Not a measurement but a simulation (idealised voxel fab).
Presented below is a process module, voxel wiring stack.
We display cut, a cross-section 290 nm in width whose square cells are each 5 nm.
Cross-section = grid of square cells, listed top down in bands; band = one or more rows. The band entry comprises the height of the band's top followed by the height of its bottom, expressed in nm, and subsequently the band's materials from left to right, each stated together with its width in nm. Where a single material is marked with the word "throughout", that material fills the band from edge to edge. The word "empty" represents empty space. Ref level 0: as-received wafer is one material below here. Bottom band extends down with no lower bound ("0 down"). The width entry "30..40" should be interpreted row by row: the top row of cells in the band takes the first number, the bottom row takes the second number, and the change between adjacent rows is uniform throughout. "nothing different" (step): cross-section cells unchanged, all of them. Under "Fully sealed cavities" you'll find the enclosed gaps, the ones with no way out to the top, that are 8 cells or bigger; each reads width x height at distance, with distance counted from the left edge, everything in nm. The remark found on a step's line after its settings is issued by the simulator itself and pertains to that step. "overlay nm", when on a step's line for a step with a mask, measures how far to the right of its planned place the mask lay; a negative measure means to the left.

# Planned process steps
step 1: RECEIVE (material Si)
step 2: CONFORMAL_DEP (material SiO2; thk nm 15)
step 3: CONFORMAL_DEP (material SiCN; thk nm 5)
step 4: DIRECTIONAL_DEP (material lowk; thk nm 20)
step 5: DIRECTIONAL_DEP (material aC; thk nm 10)
step 6: PATTERN (tone open; mask id METAL_1; material resist; width nm 30; pitch nm 45; thk nm 25; overlay nm 0)
step 7: DIRECTIONAL_ETCH (etch materials aC; depth nm 10)
step 8: STRIP (etch materials resist)
step 9: DIRECTIONAL_ETCH (etch materials lowk; depth nm 20)
step 10: DIRECTIONAL_ETCH (etch materials SiCN; depth nm 5)
step 11: STRIP (etch materials aC)
step 12: CONFORMAL_DEP (material TiN; thk nm 5)
step 13: FILL_DEP (material Cu; thk nm 10)
step 14: CMP (height nm 40)
step 15: CONFORMAL_DEP (material SiCN; thk nm 5)
step 16: DIRECTIONAL_DEP (material SiO2; thk nm 15)
step 17: PATTERN (tone open; mask id PLUG_1; material resist; width nm 15; pitch nm 45; thk nm 15; overlay nm 0)
step 18: DIRECTIONAL_ETCH (etch materials SiO2; depth nm 15)
step 19: DIRECTIONAL_ETCH (etch materials SiCN; depth nm 5)
step 20: STRIP (etch materials resist)
step 21: EPI (material Ru; thk nm 10)
step 22: EPI (material Ru; thk nm 10)
step 23: CONFORMAL_DEP (material SiCN; thk nm 5)
step 24: DIRECTIONAL_DEP (material lowk; thk nm 20)
step 25: MASKED_ETCH (tone open; mask id METAL_2; width nm 30; pitch nm 45; etch materials lowk; depth nm 20; overlay nm 0)
step 26: MASKED_ETCH (tone open; mask id METAL_2; width nm 30; pitch nm 45; etch materials SiCN; depth nm 5; overlay nm 0)
step 27: CONFORMAL_DEP (material TiN; thk nm 5)
step 28: FILL_DEP (material W; thk nm 10)
step 29: CMP (height nm 85)
step 30: CONFORMAL_DEP (material SiCN; thk nm 5)
step 31: DIRECTIONAL_DEP (material lowk; thk nm 25)
step 32: PATTERN (tone open; mask id METAL_3_HOLES; material resist; width nm 15; pitch nm 90; thk nm 15; overlay nm 0)
step 33: DIRECTIONAL_ETCH (etch materials lowk; depth nm 25)
step 34: STRIP (etch materials resist)
step 35: DIRECTIONAL_DEP (material aC; thk nm 15)
step 36: PATTERN (tone open; mask id METAL_3; material resist; width nm 30; pitch nm 45; thk nm 35; overlay nm 0)
step 37: DIRECTIONAL_ETCH (etch materials aC; depth nm 15)
step 38: STRIP (etch materials resist)
step 39: DIRECTIONAL_ETCH (etch materials lowk; depth nm 15)
step 40: DIRECTIONAL_ETCH (etch materials SiCN; depth nm 5)
step 41: STRIP (etch materials aC)
step 42: CONFORMAL_DEP (material TiN; thk nm 5)
step 43: FILL_DEP (material Cu; thk nm 5)
step 44: CMP (height nm 115)
step 45: CONFORMAL_DEP (material SiCN; thk nm 5)

# First out of two wafers; run went to plan

# Cross-section of the wafer as it came to us, i.e., already through step 1
	0 down  Si throughout
	Fully sealed cavities: none

# After step 2: wafer cross-section
	15 to 0  SiO2 throughout
	Everything below 0 is unchanged.

# After step 3: wafer cross-section
	20 to 15  SiCN throughout
	Everything below 15 is unchanged.

# After step 4: wafer cross-section
	40 to 20  lowk throughout
	Everything below 20 is unchanged.

# After step 5: wafer cross-section
	50 to 40  aC throughout
	Everything below 40 is unchanged.

# After step 6: wafer cross-section
	75 to 50  resist (60); empty (30); resist (15); empty (30); resist (15); empty (30); resist (15); empty (30); resist (65)
	Everything below 50 is unchanged.

# After step 7: wafer cross-section
	65 to 50  resist (60); empty (30); resist (15); empty (30); resist (15); empty (30); resist (15); empty (30); resist (65)
	50 to 40  aC (60); empty (30); aC (15); empty (30); aC (15); empty (30); aC (15); empty (30); aC (65)
	Everything below 40 is unchanged.

# After step 8: wafer cross-section
	50 to 40  aC (60); empty (30); aC (15); empty (30); aC (15); empty (30); aC (15); empty (30); aC (65)
	Everything below 40 is unchanged.

# After step 9: wafer cross-section
	50 to 40  aC (60); empty (30); aC (15); empty (30); aC (15); empty (30); aC (15); empty (30); aC (65)
	40 to 20  lowk (60); empty (30); lowk (15); empty (30); lowk (15); empty (30); lowk (15); empty (30); lowk (65)
	Everything below 20 is unchanged.

# After step 10: wafer cross-section
	50 to 40  aC (60); empty (30); aC (15); empty (30); aC (15); empty (30); aC (15); empty (30); aC (65)
	40 to 20  lowk (60); empty (30); lowk (15); empty (30); lowk (15); empty (30); lowk (15); empty (30); lowk (65)
	20 to 15  SiCN (60); empty (30); SiCN (15); empty (30); SiCN (15); empty (30); SiCN (15); empty (30); SiCN (65)
	Everything below 15 is unchanged.

# After step 11: wafer cross-section
	40 to 20  lowk (60); empty (30); lowk (15); empty (30); lowk (15); empty (30); lowk (15); empty (30); lowk (65)
	Everything below 20 is unchanged.

# After step 12: wafer cross-section
	45 to 40  TiN (65); empty (20); TiN (25); empty (20); TiN (25); empty (20); TiN (25); empty (20); TiN (70)
	40 to 20  lowk (60); TiN (5); empty (20); TiN (5); lowk (15); TiN (5); empty (20); TiN (5); lowk (15); TiN (5); empty (20); TiN (5); lowk (15); TiN (5); empty (20); TiN (5); lowk (65)
	20 to 15  SiCN (60); TiN (30); SiCN (15); TiN (30); SiCN (15); TiN (30); SiCN (15); TiN (30); SiCN (65)
	Everything below 15 is unchanged.

# After step 13: wafer cross-section
	55 to 45  Cu throughout
	45 to 40  TiN (65); Cu (20); TiN (25); Cu (20); TiN (25); Cu (20); TiN (25); Cu (20); TiN (70)
	40 to 20  lowk (60); TiN (5); Cu (20); TiN (5); lowk (15); TiN (5); Cu (20); TiN (5); lowk (15); TiN (5); Cu (20); TiN (5); lowk (15); TiN (5); Cu (20); TiN (5); lowk (65)
	Everything below 20 is unchanged.

# After step 14: wafer cross-section
	40 to 20  lowk (60); TiN (5); Cu (20); TiN (5); lowk (15); TiN (5); Cu (20); TiN (5); lowk (15); TiN (5); Cu (20); TiN (5); lowk (15); TiN (5); Cu (20); TiN (5); lowk (65)
	Everything below 20 is unchanged.

# After step 15: wafer cross-section
	45 to 40  SiCN throughout
	Everything below 40 is unchanged.

# After step 16: wafer cross-section
	60 to 45  SiO2 throughout
	Everything below 45 is unchanged.

# After step 17: wafer cross-section
	75 to 60  resist (60); empty (15); resist (30); empty (15); resist (30); empty (15); resist (30); empty (15); resist (80)
	Everything below 60 is unchanged.

# After step 18: wafer cross-section
	75 to 60  resist (60); empty (15); resist (30); empty (15); resist (30); empty (15); resist (30); empty (15); resist (80)
	60 to 45  SiO2 (60); empty (15); SiO2 (30); empty (15); SiO2 (30); empty (15); SiO2 (30); empty (15); SiO2 (80)
	Everything below 45 is unchanged.

# After step 19: wafer cross-section
	75 to 60  resist (60); empty (15); resist (30); empty (15); resist (30); empty (15); resist (30); empty (15); resist (80)
	60 to 45  SiO2 (60); empty (15); SiO2 (30); empty (15); SiO2 (30); empty (15); SiO2 (30); empty (15); SiO2 (80)
	45 to 40  SiCN (60); empty (15); SiCN (30); empty (15); SiCN (30); empty (15); SiCN (30); empty (15); SiCN (80)
	Everything below 40 is unchanged.

# After step 20: wafer cross-section
	60 to 45  SiO2 (60); empty (15); SiO2 (30); empty (15); SiO2 (30); empty (15); SiO2 (30); empty (15); SiO2 (80)
	Everything below 45 is unchanged.

# After step 21: wafer cross-section
	60 to 50  SiO2 (60); empty (15); SiO2 (30); empty (15); SiO2 (30); empty (15); SiO2 (30); empty (15); SiO2 (80)
	50 to 45  SiO2 (60); Ru (15); SiO2 (30); Ru (15); SiO2 (30); Ru (15); SiO2 (30); Ru (15); SiO2 (80)
	45 to 40  SiCN (60); Ru (15); SiCN (30); Ru (15); SiCN (30); Ru (15); SiCN (30); Ru (15); SiCN (80)
	Everything below 40 is unchanged.

# After step 22: wafer cross-section
	60 to 45  SiO2 (60); Ru (15); SiO2 (30); Ru (15); SiO2 (30); Ru (15); SiO2 (30); Ru (15); SiO2 (80)
	Everything below 45 is unchanged.

# After step 23: wafer cross-section
	65 to 60  SiCN throughout
	Everything below 60 is unchanged.

# After step 24: wafer cross-section
	85 to 65  lowk throughout
	Everything below 65 is unchanged.

# After step 25: wafer cross-section
	85 to 65  lowk (60); empty (30); lowk (15); empty (30); lowk (15); empty (30); lowk (15); empty (30); lowk (65)
	Everything below 65 is unchanged.

# After step 26: wafer cross-section
	85 to 65  lowk (60); empty (30); lowk (15); empty (30); lowk (15); empty (30); lowk (15); empty (30); lowk (65)
	65 to 60  SiCN (60); empty (30); SiCN (15); empty (30); SiCN (15); empty (30); SiCN (15); empty (30); SiCN (65)
	Everything below 60 is unchanged.

# After step 27: wafer cross-section
	90 to 85  TiN (65); empty (20); TiN (25); empty (20); TiN (25); empty (20); TiN (25); empty (20); TiN (70)
	85 to 65  lowk (60); TiN (5); empty (20); TiN (5); lowk (15); TiN (5); empty (20); TiN (5); lowk (15); TiN (5); empty (20); TiN (5); lowk (15); TiN (5); empty (20); TiN (5); lowk (65)
	65 to 60  SiCN (60); TiN (30); SiCN (15); TiN (30); SiCN (15); TiN (30); SiCN (15); TiN (30); SiCN (65)
	Everything below 60 is unchanged.

# After step 28: wafer cross-section
	100 to 90  W throughout
	90 to 85  TiN (65); W (20); TiN (25); W (20); TiN (25); W (20); TiN (25); W (20); TiN (70)
	85 to 65  lowk (60); TiN (5); W (20); TiN (5); lowk (15); TiN (5); W (20); TiN (5); lowk (15); TiN (5); W (20); TiN (5); lowk (15); TiN (5); W (20); TiN (5); lowk (65)
	Everything below 65 is unchanged.

# After step 29: wafer cross-section
	85 to 65  lowk (60); TiN (5); W (20); TiN (5); lowk (15); TiN (5); W (20); TiN (5); lowk (15); TiN (5); W (20); TiN (5); lowk (15); TiN (5); W (20); TiN (5); lowk (65)
	Everything below 65 is unchanged.

# After step 30: wafer cross-section
	90 to 85  SiCN throughout
	Everything below 85 is unchanged.

# After step 31: wafer cross-section
	115 to 90  lowk throughout
	Everything below 90 is unchanged.

# After step 32: wafer cross-section
	130 to 115  resist (60); empty (15); resist (75); empty (15); resist (125)
	Everything below 115 is unchanged.

# After step 33: wafer cross-section
	130 to 115  resist (60); empty (15); resist (75); empty (15); resist (125)
	115 to 90  lowk (60); empty (15); lowk (75); empty (15); lowk (125)
	Everything below 90 is unchanged.

# After step 34: wafer cross-section
	115 to 90  lowk (60); empty (15); lowk (75); empty (15); lowk (125)
	Everything below 90 is unchanged.

# After step 35: wafer cross-section
	130 to 115  aC (60); empty (15); aC (75); empty (15); aC (125)
	115 to 105  lowk (60); empty (15); lowk (75); empty (15); lowk (125)
	105 to 90  lowk (60); aC (15); lowk (75); aC (15); lowk (125)
	Everything below 90 is unchanged.

# After step 36: wafer cross-section
	165 to 130  resist (60); empty (30); resist (15); empty (30); resist (15); empty (30); resist (15); empty (30); resist (65)
	Everything below 130 is unchanged.

# After step 37: wafer cross-section
	150 to 130  resist (60); empty (30); resist (15); empty (30); resist (15); empty (30); resist (15); empty (30); resist (65)
	130 to 115  aC (60); empty (30); aC (15); empty (30); aC (15); empty (30); aC (15); empty (30); aC (65)
	115 to 90  lowk (60); empty (15); lowk (75); empty (15); lowk (125)
	Everything below 90 is unchanged.

# After step 38: wafer cross-section
	130 to 115  aC (60); empty (30); aC (15); empty (30); aC (15); empty (30); aC (15); empty (30); aC (65)
	Everything below 115 is unchanged.

# After step 39: wafer cross-section
	130 to 115  aC (60); empty (30); aC (15); empty (30); aC (15); empty (30); aC (15); empty (30); aC (65)
	115 to 100  lowk (60); empty (30); lowk (15); empty (30); lowk (15); empty (30); lowk (15); empty (30); lowk (65)
	Everything below 100 is unchanged.

# After step 40: wafer cross-section
	130 to 115  aC (60); empty (30); aC (15); empty (30); aC (15); empty (30); aC (15); empty (30); aC (65)
	115 to 100  lowk (60); empty (30); lowk (15); empty (30); lowk (15); empty (30); lowk (15); empty (30); lowk (65)
	100 to 90  lowk (60); empty (15); lowk (75); empty (15); lowk (125)
	90 to 85  SiCN (60); empty (15); SiCN (75); empty (15); SiCN (125)
	Everything below 85 is unchanged.

# After step 41: wafer cross-section
	115 to 100  lowk (60); empty (30); lowk (15); empty (30); lowk (15); empty (30); lowk (15); empty (30); lowk (65)
	Everything below 100 is unchanged.

# After step 42: wafer cross-section
	120 to 115  TiN (65); empty (20); TiN (25); empty (20); TiN (25); empty (20); TiN (25); empty (20); TiN (70)
	115 to 105  lowk (60); TiN (5); empty (20); TiN (5); lowk (15); TiN (5); empty (20); TiN (5); lowk (15); TiN (5); empty (20); TiN (5); lowk (15); TiN (5); empty (20); TiN (5); lowk (65)
	105 to 100  lowk (60); TiN (5); empty (5); TiN (20); lowk (15); TiN (30); lowk (15); TiN (5); empty (5); TiN (20); lowk (15); TiN (30); lowk (65)
	100 to 90  lowk (60); TiN (5); empty (5); TiN (5); lowk (75); TiN (5); empty (5); TiN (5); lowk (125)
	90 to 85  SiCN (60); TiN (15); SiCN (75); TiN (15); SiCN (125)
	Everything below 85 is unchanged.

# After step 43: wafer cross-section
	125 to 120  Cu throughout
	120 to 115  TiN (65); Cu (20); TiN (25); Cu (20); TiN (25); Cu (20); TiN (25); Cu (20); TiN (70)
	115 to 105  lowk (60); TiN (5); Cu (20); TiN (5); lowk (15); TiN (5); Cu (20); TiN (5); lowk (15); TiN (5); Cu (20); TiN (5); lowk (15); TiN (5); Cu (20); TiN (5); lowk (65)
	105 to 100  lowk (60); TiN (5); Cu (5); TiN (20); lowk (15); TiN (30); lowk (15); TiN (5); Cu (5); TiN (20); lowk (15); TiN (30); lowk (65)
	100 to 90  lowk (60); TiN (5); Cu (5); TiN (5); lowk (75); TiN (5); Cu (5); TiN (5); lowk (125)
	Everything below 90 is unchanged.

# After step 44: wafer cross-section
	115 to 105  lowk (60); TiN (5); Cu (20); TiN (5); lowk (15); TiN (5); Cu (20); TiN (5); lowk (15); TiN (5); Cu (20); TiN (5); lowk (15); TiN (5); Cu (20); TiN (5); lowk (65)
	Everything below 105 is unchanged.

# After step 45: wafer cross-section
	120 to 115  SiCN throughout
	Everything below 115 is unchanged.

# Companion wafer, the second of two: same beginning, same intended sequence, one mistake in carrying it out; through step 34 inclusive it tracks the first exactly

# Second wafer cross-section, taken as of the time the plan sets for step 35 to be done
	130 to 115  W (60); empty (15); W (75); empty (15); W (125)
	115 to 105  lowk (60); empty (15); lowk (75); empty (15); lowk (125)
	105 to 90  lowk (60); W (15); lowk (75); W (15); lowk (125)
	Everything below 90 is unchanged.

# Second wafer cross-section, taken as of the time the plan sets for step 36 to be done
	165 to 130  resist (60); empty (30); resist (15); empty (30); resist (15); empty (30); resist (15); empty (30); resist (65)
	Everything below 130 is unchanged.

# Second wafer cross-section, taken as of the time the plan sets for step 37 to be done
	150 to 130  resist (60); empty (30); resist (15); empty (30); resist (15); empty (30); resist (15); empty (30); resist (65)
	Everything below 130 is unchanged.

# Second wafer cross-section, taken as of the time the plan sets for step 38 to be done
	130 to 115  W (60); empty (15); W (75); empty (15); W (125)
	Everything below 115 is unchanged.

Second wafer cross-section, taken as of the time the plan sets for step 39 to be done: nothing different

Second wafer cross-section, taken as of the time the plan sets for step 40 to be done: nothing different

Second wafer cross-section, taken as of the time the plan sets for step 41 to be done: nothing different

# Second wafer cross-section, taken as of the time the plan sets for step 42 to be done
	135 to 130  TiN (65); empty (5); TiN (85); empty (5); TiN (130)
	130 to 115  W (60); TiN (5); empty (5); TiN (5); W (75); TiN (5); empty (5); TiN (5); W (125)
	115 to 110  lowk (60); TiN (5); empty (5); TiN (5); lowk (75); TiN (5); empty (5); TiN (5); lowk (125)
	110 to 105  lowk (60); TiN (15); lowk (75); TiN (15); lowk (125)
	Everything below 105 is unchanged.

# Second wafer cross-section, taken as of the time the plan sets for step 43 to be done
	140 to 135  Cu throughout
	135 to 130  TiN (65); Cu (5); TiN (85); Cu (5); TiN (130)
	130 to 115  W (60); TiN (5); Cu (5); TiN (5); W (75); TiN (5); Cu (5); TiN (5); W (125)
	115 to 110  lowk (60); TiN (5); Cu (5); TiN (5); lowk (75); TiN (5); Cu (5); TiN (5); lowk (125)
	Everything below 110 is unchanged.

# Second wafer cross-section, taken as of the time the plan sets for step 44 to be done
	115 to 110  lowk (60); TiN (5); Cu (5); TiN (5); lowk (75); TiN (5); Cu (5); TiN (5); lowk (125)
	Everything below 110 is unchanged.

# Second wafer cross-section, taken as of the time the plan sets for step 45 to be done
	120 to 115  SiCN throughout
	Everything below 115 is unchanged.
The mistake made against the process plan was this: it should be noted that step 35 was executed with settings other than those planned, the operation and settings actually applied being DIRECTIONAL_DEP (material W; thk nm 15)
At the finish, the second wafer shows more or fewer cells for some materials than the first does: 36 fewer of Cu, 6 more of SiCN, 42 fewer of TiN, 18 more of W, 54 more of lowk
